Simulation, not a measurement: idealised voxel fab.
The following process module bears the name voxel transistor to metal.
Cross-section cut: width 165 nm, square cells of 5 nm.
In what follows, cross-sections appear as grids of square cells, described through bands that run from the top down, where every band is one or more rows of cells. Each band's line starts with the height of the band's top and of its bottom, in nm. Then come its materials from left to right, each with its width in nm. One material with "throughout" fills the band from edge to edge. "air" is empty space. Where do heights start? At 0: under that level the wafer as delivered is made of one material only. And the lowest band has no floor; it just carries on downward, as in "0..down". Top row gets the first number, bottom row gets the second, and each row in between changes by the same step: that is how a band width like "30->40" works. "nothing different", as given for a step, is the statement that not any cell of the cross-section underwent a change during that step. Basically, "Closed void entries" tells you about the enclosed voids: empty spaces with no open way to the top, 8 cells or bigger, each written width x height at distance, where distance is from the left edge, all in nm. On each step's line, the part that comes after the settings is the simulator's own comment on the step. Each step line may optionally specify "overlay nm", which for a step with a mask gives the rightward distance between the mask's planned place and where it lay, a negative value indicating the leftward direction.
### These are the steps we planned for the process
1. RECEIVE,material Si
2. OXIDIZE,depth nm 5
3. CONFORMAL_DEP,material SiN,thk nm 10
4. MASKED_ETCH,tone cover,mask id ACTIVE,width nm 115,etch materials SiN,depth nm 10,overlay nm 0
5. MASKED_ETCH,tone cover,mask id ACTIVE,width nm 115,etch materials SiO2,depth nm 5,overlay nm 0
6. MASKED_ETCH,tone cover,mask id ACTIVE,width nm 115,etch materials Si,depth nm 30,overlay nm 0
7. OXIDIZE,depth nm 5
8. FILL_DEP,material SiO2,thk nm 10
9. CMP,height nm 10
10. SELECTIVE_ETCH,etch materials SiO2,depth nm 5
11. STRIP,etch materials SiN
12. SELECTIVE_ETCH,etch materials SiO2,depth nm 5
13. OXIDIZE,depth nm 5
14. DIRECTIONAL_DEP,material polySi,thk nm 20
15. DIRECTIONAL_DEP,material SiCN,thk nm 15
16. DIRECTIONAL_DEP,material aC,thk nm 15
17. PATTERN,tone cover,mask id GATE,material resist,width nm 25,thk nm 35,overlay nm 0
18. DIRECTIONAL_ETCH,etch materials aC,depth nm 15
19. STRIP,etch materials resist
20. DIRECTIONAL_ETCH,etch materials SiCN,depth nm 25
21. DIRECTIONAL_ETCH,etch materials polySi,depth nm 30
22. STRIP,etch materials aC
23. CONFORMAL_DEP,material SiN,thk nm 10
24. DIRECTIONAL_ETCH,etch materials SiN,depth nm 10
25. DIRECTIONAL_ETCH,etch materials SiO2,depth nm 5
26. EPI,material pSi,thk nm 5
27. FILL_DEP,material SiO2,thk nm 5
28. CMP,height nm 15
29. STRIP,etch materials polySi
30. SELECTIVE_ETCH,etch materials SiO2,depth nm 5
31. CONFORMAL_DEP,material HfO2,thk nm 5
32. CONFORMAL_DEP,material TiN,thk nm 5
33. FILL_DEP,material W,thk nm 10
34. CMP,height nm 10
35. DIRECTIONAL_DEP,material SiO2,thk nm 15
36. DIRECTIONAL_DEP,material aC,thk nm 10
37. PATTERN,tone open,mask id CONTACT,material resist,width nm 20,pitch nm 85,thk nm 25,overlay nm 0
38. DIRECTIONAL_ETCH,etch materials aC,depth nm 10
39. STRIP,etch materials resist
40. DIRECTIONAL_ETCH,etch materials SiO2,depth nm 30
41. STRIP,etch materials aC
42. CONFORMAL_DEP,material TiN,thk nm 5
43. FILL_DEP,material W,thk nm 5
44. CMP,height nm 25
45. CONFORMAL_DEP,material SiCN,thk nm 5
46. DIRECTIONAL_DEP,material SiO2,thk nm 20
47. MASKED_ETCH,tone open,mask id METAL_1,width nm 20,pitch nm 85,etch materials SiO2,depth nm 20,overlay nm 0
48. MASKED_ETCH,tone open,mask id METAL_1,width nm 20,pitch nm 85,etch materials SiCN,depth nm 5,overlay nm 0
49. CONFORMAL_DEP,material TiN,thk nm 5
50. FILL_DEP,material Cu,thk nm 5
51. CMP,height nm 50
52. CONFORMAL_DEP,material SiCN,thk nm 5
### Cross-section of the wafer upon arrival, representing the state reached after step 1
0..down | Si throughout
Closed void entries: none
### First of two wafers: cross-section at end of module, run per plan
55..50 | SiCN throughout
50..30 | SiO2 30 / TiN 5 / Cu 10 / TiN 5 / SiO2 65 / TiN 5 / Cu 10 / TiN 5 / SiO2 30
30..25 | SiCN 30 / TiN 20 / SiCN 65 / TiN 20 / SiCN 30
25..10 | SiO2 30 / TiN 5 / W 10 / TiN 5 / SiO2 65 / TiN 5 / W 10 / TiN 5 / SiO2 30
10..0 | SiO2 30 / TiN 5 / W 10 / TiN 5 / SiO2 10 / SiN 10 / HfO2 5 / TiN 5 / W 5 / TiN 5 / HfO2 5 / SiN 10 / SiO2 10 / TiN 5 / W 10 / TiN 5 / SiO2 30
0..-5 | SiO2 20 / SiN 10 / TiN 20 / SiO2 10 / SiN 10 / HfO2 5 / TiN 15 / HfO2 5 / SiN 10 / SiO2 10 / TiN 20 / SiN 10 / SiO2 20
-5..-10 | SiO2 30 / pSi 30 / SiO2 5 / HfO2 35 / SiO2 5 / pSi 30 / SiO2 30
-10..-40 | SiO2 30 / Si 105 / SiO2 30
-40..down | Si throughout
Closed void entries: none
### Cross-section at end of module for the second wafer of two, which matched the first in starting point and plan and differed by one mistake in its processing
55..50 | SiCN throughout
50..30 | SiO2 30 / TiN 5 / Cu 10 / TiN 5 / SiO2 65 / TiN 5 / Cu 10 / TiN 5 / SiO2 30
30..25 | SiCN 30 / TiN 20 / SiCN 65 / TiN 20 / SiCN 30
25..10 | SiO2 30 / TiN 5 / W 10 / TiN 5 / SiO2 65 / TiN 5 / W 10 / TiN 5 / SiO2 30
10..0 | SiO2 30 / TiN 5 / W 10 / TiN 5 / SiO2 10 / SiN 10 / HfO2 5 / TiN 5 / W 5 / TiN 5 / HfO2 5 / SiN 10 / SiO2 10 / TiN 5 / W 10 / TiN 5 / SiO2 30
0..-5 | SiO2 20 / SiN 10 / TiN 20 / SiO2 10 / SiN 10 / HfO2 5 / TiN 15 / HfO2 5 / SiN 10 / SiO2 10 / TiN 20 / SiN 10 / SiO2 20
-5..-10 | SiO2 30 / pSi 30 / SiO2 5 / HfO2 35 / SiO2 5 / pSi 30 / SiO2 30
-10..-70 | SiO2 30 / Si 105 / SiO2 30
-70..down | Si throughout
Closed void entries: none
Run error: plan step 6 ran twice
At the finish, the second wafer shows more or fewer cells for some materials than the first does: Si -72; SiO2 +72
